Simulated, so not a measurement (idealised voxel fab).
The process module presented herein is designated voxel gate over fins.
250 nm wide, 5 nm square cells: that's cross-section cut.
For the purposes of this document, a cross-section shall be understood as a grid of square cells, specified as bands listed in top-to-bottom order, each band consisting of one or more rows of cells. Look at the band entry: it leads with the top's height and the bottom's height in nm. Then it lists the materials left to right, with a width in nm for each. The word "everywhere" on a single material says that material fills the band edge to edge. The word "blank" is empty space. We count height from 0. Below that, the starting wafer is all one material. The lowest band never ends at the bottom but goes on down; see "0..down" for how that is written. Width: "30 to 40" (first number = top row, second number = bottom row, same change from row to row of cells). "changes: none" after a step means that no cell of the cross-section changed. In the "Entrapped voids" entry, you get each enclosed empty space of 8 cells or more, one with no open way to the top, written width x height at distance, distance from the left edge, in nm. Text after the settings on a step's line: the simulator's own remark on that step. "overlay nm" denotes, for a step that has a mask, the displacement of the mask to the right of its planned place, with negative values corresponding to the left.

# The steps planned for the process are as follows
1: op RECEIVE | material Si
2: op CONFORMAL_DEP | material SiN | thk nm 5
3: op MASKED_ETCH | tone cover | mask id FINS | width nm 15 | pitch nm 35 | etch materials SiN | depth nm 5 | overlay nm 0
4: op MASKED_ETCH | tone cover | mask id FINS | width nm 15 | pitch nm 35 | etch materials Si | depth nm 35 | overlay nm 0
5: op OXIDIZE | depth nm 5
6: op FILL_DEP | material SiO2 | thk nm 10
7: op CMP | height nm 5
8: op SELECTIVE_ETCH | etch materials SiO2 | depth nm 15
9: op STRIP | etch materials SiN
10: op CONFORMAL_DEP | material HfO2 | thk nm 5
11: op CONFORMAL_DEP | material TiN | thk nm 5
12: op CONFORMAL_DEP | material TiAl | thk nm 5
13: op CONFORMAL_DEP | material TiN | thk nm 5
14: op FILL_DEP | material W | thk nm 10
15: op CMP | height nm 25
16: op CONFORMAL_DEP | material SiN | thk nm 10

# First of two wafers, processed according to plan

# Here's what the wafer looked like in cross-section when it arrived - that's after step 1
* 0..down: Si everywhere
* Entrapped voids: none

# State of the wafer after step 2, shown in cross-section
* 5..0: SiN everywhere
* Everything under 0 stays put, no change at all.

# State of the wafer after step 3, shown in cross-section
* 5..0: 100 nm blank, then 15 nm SiN, then 20 nm blank, then 15 nm SiN, then 100 nm blank
* Everything under 0 stays put, no change at all.

# State of the wafer after step 4, shown in cross-section
* 5..0: 100 nm blank, then 15 nm SiN, then 20 nm blank, then 15 nm SiN, then 100 nm blank
* 0..-35: 100 nm blank, then 15 nm Si, then 20 nm blank, then 15 nm Si, then 100 nm blank
* Everything under -35 stays put, no change at all.

# State of the wafer after step 5, shown in cross-section
* 5..0: 100 nm blank, then 15 nm SiN, then 20 nm blank, then 15 nm SiN, then 100 nm blank
* 0..-35: 100 nm blank, then 5 nm SiO2, then 5 nm Si, then 5 nm SiO2, then 20 nm blank, then 5 nm SiO2, then 5 nm Si, then 5 nm SiO2, then 100 nm blank
* -35..-40: 105 nm SiO2, then 5 nm Si, then 30 nm SiO2, then 5 nm Si, then 105 nm SiO2
* Everything under -40 stays put, no change at all.

# State of the wafer after step 6, shown in cross-section
* 15..5: SiO2 everywhere
* 5..0: 100 nm SiO2, then 15 nm SiN, then 20 nm SiO2, then 15 nm SiN, then 100 nm SiO2
* 0..-40: 105 nm SiO2, then 5 nm Si, then 30 nm SiO2, then 5 nm Si, then 105 nm SiO2
* Everything under -40 stays put, no change at all.

# State of the wafer after step 7, shown in cross-section
* 5..0: 100 nm SiO2, then 15 nm SiN, then 20 nm SiO2, then 15 nm SiN, then 100 nm SiO2
* Everything under 0 stays put, no change at all.

# State of the wafer after step 8, shown in cross-section
* 5..0: 100 nm blank, then 15 nm SiN, then 20 nm blank, then 15 nm SiN, then 100 nm blank
* 0..-10: 105 nm blank, then 5 nm Si, then 30 nm blank, then 5 nm Si, then 105 nm blank
* Everything under -10 stays put, no change at all.

# State of the wafer after step 9, shown in cross-section
* 0..-10: 105 nm blank, then 5 nm Si, then 30 nm blank, then 5 nm Si, then 105 nm blank
* Everything under -10 stays put, no change at all.

# State of the wafer after step 10, shown in cross-section
* 5..0: 100 nm blank, then 15 nm HfO2, then 20 nm blank, then 15 nm HfO2, then 100 nm blank
* 0..-5: 100 nm blank, then 5 nm HfO2, then 5 nm Si, then 5 nm HfO2, then 20 nm blank, then 5 nm HfO2, then 5 nm Si, then 5 nm HfO2, then 100 nm blank
* -5..-10: 105 nm HfO2, then 5 nm Si, then 30 nm HfO2, then 5 nm Si, then 105 nm HfO2
* Everything under -10 stays put, no change at all.

# State of the wafer after step 11, shown in cross-section
* 10..5: 95 nm blank, then 25 nm TiN, then 10 nm blank, then 25 nm TiN, then 95 nm blank
* 5..0: 95 nm blank, then 5 nm TiN, then 15 nm HfO2, then 5 nm TiN, then 10 nm blank, then 5 nm TiN, then 15 nm HfO2, then 5 nm TiN, then 95 nm blank
* 0..-5: 100 nm TiN, then 5 nm HfO2, then 5 nm Si, then 5 nm HfO2, then 20 nm TiN, then 5 nm HfO2, then 5 nm Si, then 5 nm HfO2, then 100 nm TiN
* Everything under -5 stays put, no change at all.

# State of the wafer after step 12, shown in cross-section
* 15..10: 90 nm blank, then 70 nm TiAl, then 90 nm blank
* 10..5: 90 nm blank, then 5 nm TiAl, then 25 nm TiN, then 10 nm TiAl, then 25 nm TiN, then 5 nm TiAl, then 90 nm blank
* 5..0: 95 nm TiAl, then 5 nm TiN, then 15 nm HfO2, then 5 nm TiN, then 10 nm TiAl, then 5 nm TiN, then 15 nm HfO2, then 5 nm TiN, then 95 nm TiAl
* Everything under 0 stays put, no change at all.

# State of the wafer after step 13, shown in cross-section
* 20..15: 85 nm blank, then 80 nm TiN, then 85 nm blank
* 15..10: 85 nm blank, then 5 nm TiN, then 70 nm TiAl, then 5 nm TiN, then 85 nm blank
* 10..5: 90 nm TiN, then 5 nm TiAl, then 25 nm TiN, then 10 nm TiAl, then 25 nm TiN, then 5 nm TiAl, then 90 nm TiN
* Everything under 5 stays put, no change at all.

# State of the wafer after step 14, shown in cross-section
* 30..20: W everywhere
* 20..15: 85 nm W, then 80 nm TiN, then 85 nm W
* 15..10: 85 nm W, then 5 nm TiN, then 70 nm TiAl, then 5 nm TiN, then 85 nm W
* Everything under 10 stays put, no change at all.

# State of the wafer after step 15, shown in cross-section
* 25..20: W everywhere
* Everything under 20 stays put, no change at all.

# State of the wafer after step 16, shown in cross-section
* 35..25: SiN everywhere
* Everything under 25 stays put, no change at all.

# Second wafer. Start and plan as for the first. One mistake made in running. Agrees with the first up to and including step 7

# Cross-section of the second wafer at the time step 8 of the plan should have ended
* 5..0: 100 nm blank, then 15 nm SiN, then 20 nm blank, then 15 nm SiN, then 100 nm blank
* 0..-25: 105 nm blank, then 5 nm Si, then 30 nm blank, then 5 nm Si, then 105 nm blank
* Everything under -25 stays put, no change at all.

# Cross-section of the second wafer at the time step 9 of the plan should have ended
* 0..-25: 105 nm blank, then 5 nm Si, then 30 nm blank, then 5 nm Si, then 105 nm blank
* Everything under -25 stays put, no change at all.

# Cross-section of the second wafer at the time step 10 of the plan should have ended
* 5..0: 100 nm blank, then 15 nm HfO2, then 20 nm blank, then 15 nm HfO2, then 100 nm blank
* 0..-20: 100 nm blank, then 5 nm HfO2, then 5 nm Si, then 5 nm HfO2, then 20 nm blank, then 5 nm HfO2, then 5 nm Si, then 5 nm HfO2, then 100 nm blank
* -20..-25: 105 nm HfO2, then 5 nm Si, then 30 nm HfO2, then 5 nm Si, then 105 nm HfO2
* Everything under -25 stays put, no change at all.

# Cross-section of the second wafer at the time step 11 of the plan should have ended
* 10..5: 95 nm blank, then 25 nm TiN, then 10 nm blank, then 25 nm TiN, then 95 nm blank
* 5..0: 95 nm blank, then 5 nm TiN, then 15 nm HfO2, then 5 nm TiN, then 10 nm blank, then 5 nm TiN, then 15 nm HfO2, then 5 nm TiN, then 95 nm blank
* 0..-15: 95 nm blank, then 5 nm TiN, then 5 nm HfO2, then 5 nm Si, then 5 nm HfO2, then 5 nm TiN, then 10 nm blank, then 5 nm TiN, then 5 nm HfO2, then 5 nm Si, then 5 nm HfO2, then 5 nm TiN, then 95 nm blank
* -15..-20: 100 nm TiN, then 5 nm HfO2, then 5 nm Si, then 5 nm HfO2, then 20 nm TiN, then 5 nm HfO2, then 5 nm Si, then 5 nm HfO2, then 100 nm TiN
* Everything under -20 stays put, no change at all.

# Cross-section of the second wafer at the time step 12 of the plan should have ended
* 15..10: 90 nm blank, then 70 nm TiAl, then 90 nm blank
* 10..5: 90 nm blank, then 5 nm TiAl, then 25 nm TiN, then 10 nm TiAl, then 25 nm TiN, then 5 nm TiAl, then 90 nm blank
* 5..0: 90 nm blank, then 5 nm TiAl, then 5 nm TiN, then 15 nm HfO2, then 5 nm TiN, then 10 nm TiAl, then 5 nm TiN, then 15 nm HfO2, then 5 nm TiN, then 5 nm TiAl, then 90 nm blank
* 0..-10: 90 nm blank, then 5 nm TiAl, then 5 nm TiN, then 5 nm HfO2, then 5 nm Si, then 5 nm HfO2, then 5 nm TiN, then 10 nm TiAl, then 5 nm TiN, then 5 nm HfO2, then 5 nm Si, then 5 nm HfO2, then 5 nm TiN, then 5 nm TiAl, then 90 nm blank
* -10..-15: 95 nm TiAl, then 5 nm TiN, then 5 nm HfO2, then 5 nm Si, then 5 nm HfO2, then 5 nm TiN, then 10 nm TiAl, then 5 nm TiN, then 5 nm HfO2, then 5 nm Si, then 5 nm HfO2, then 5 nm TiN, then 95 nm TiAl
* Everything under -15 stays put, no change at all.

# Cross-section of the second wafer at the time step 13 of the plan should have ended
* 20..15: 85 nm blank, then 80 nm TiN, then 85 nm blank
* 15..10: 85 nm blank, then 5 nm TiN, then 70 nm TiAl, then 5 nm TiN, then 85 nm blank
* 10..5: 85 nm blank, then 5 nm TiN, then 5 nm TiAl, then 25 nm TiN, then 10 nm TiAl, then 25 nm TiN, then 5 nm TiAl, then 5 nm TiN, then 85 nm blank
* 5..0: 85 nm blank, then 5 nm TiN, then 5 nm TiAl, then 5 nm TiN, then 15 nm HfO2, then 5 nm TiN, then 10 nm TiAl, then 5 nm TiN, then 15 nm HfO2, then 5 nm TiN, then 5 nm TiAl, then 5 nm TiN, then 85 nm blank
* 0..-5: 85 nm blank, then 5 nm TiN, then 5 nm TiAl, then 5 nm TiN, then 5 nm HfO2, then 5 nm Si, then 5 nm HfO2, then 5 nm TiN, then 10 nm TiAl, then 5 nm TiN, then 5 nm HfO2, then 5 nm Si, then 5 nm HfO2, then 5 nm TiN, then 5 nm TiAl, then 5 nm TiN, then 85 nm blank
* -5..-10: 90 nm TiN, then 5 nm TiAl, then 5 nm TiN, then 5 nm HfO2, then 5 nm Si, then 5 nm HfO2, then 5 nm TiN, then 10 nm TiAl, then 5 nm TiN, then 5 nm HfO2, then 5 nm Si, then 5 nm HfO2, then 5 nm TiN, then 5 nm TiAl, then 90 nm TiN
* Everything under -10 stays put, no change at all.

# Cross-section of the second wafer at the time step 14 of the plan should have ended
* 30..20: W everywhere
* 20..15: 85 nm W, then 80 nm TiN, then 85 nm W
* 15..10: 85 nm W, then 5 nm TiN, then 70 nm TiAl, then 5 nm TiN, then 85 nm W
* 10..5: 85 nm W, then 5 nm TiN, then 5 nm TiAl, then 25 nm TiN, then 10 nm TiAl, then 25 nm TiN, then 5 nm TiAl, then 5 nm TiN, then 85 nm W
* 5..0: 85 nm W, then 5 nm TiN, then 5 nm TiAl, then 5 nm TiN, then 15 nm HfO2, then 5 nm TiN, then 10 nm TiAl, then 5 nm TiN, then 15 nm HfO2, then 5 nm TiN, then 5 nm TiAl, then 5 nm TiN, then 85 nm W
* 0..-5: 85 nm W, then 5 nm TiN, then 5 nm TiAl, then 5 nm TiN, then 5 nm HfO2, then 5 nm Si, then 5 nm HfO2, then 5 nm TiN, then 10 nm TiAl, then 5 nm TiN, then 5 nm HfO2, then 5 nm Si, then 5 nm HfO2, then 5 nm TiN, then 5 nm TiAl, then 5 nm TiN, then 85 nm W
* Everything under -5 stays put, no change at all.

# Cross-section of the second wafer at the time step 15 of the plan should have ended
* 25..20: W everywhere
* Everything under 20 stays put, no change at all.

# Cross-section of the second wafer at the time step 16 of the plan should have ended
* 35..25: SiN everywhere
* Everything under 25 stays put, no change at all.
The mistake made against the process plan was this: step 8 of the plan was executed twice over
FYI, end of process, the second wafer has more or fewer cells of some materials than the first: HfO2: 12 more; SiO2: 144 fewer; TiAl: 12 more; TiN: 18 more; W: 102 more
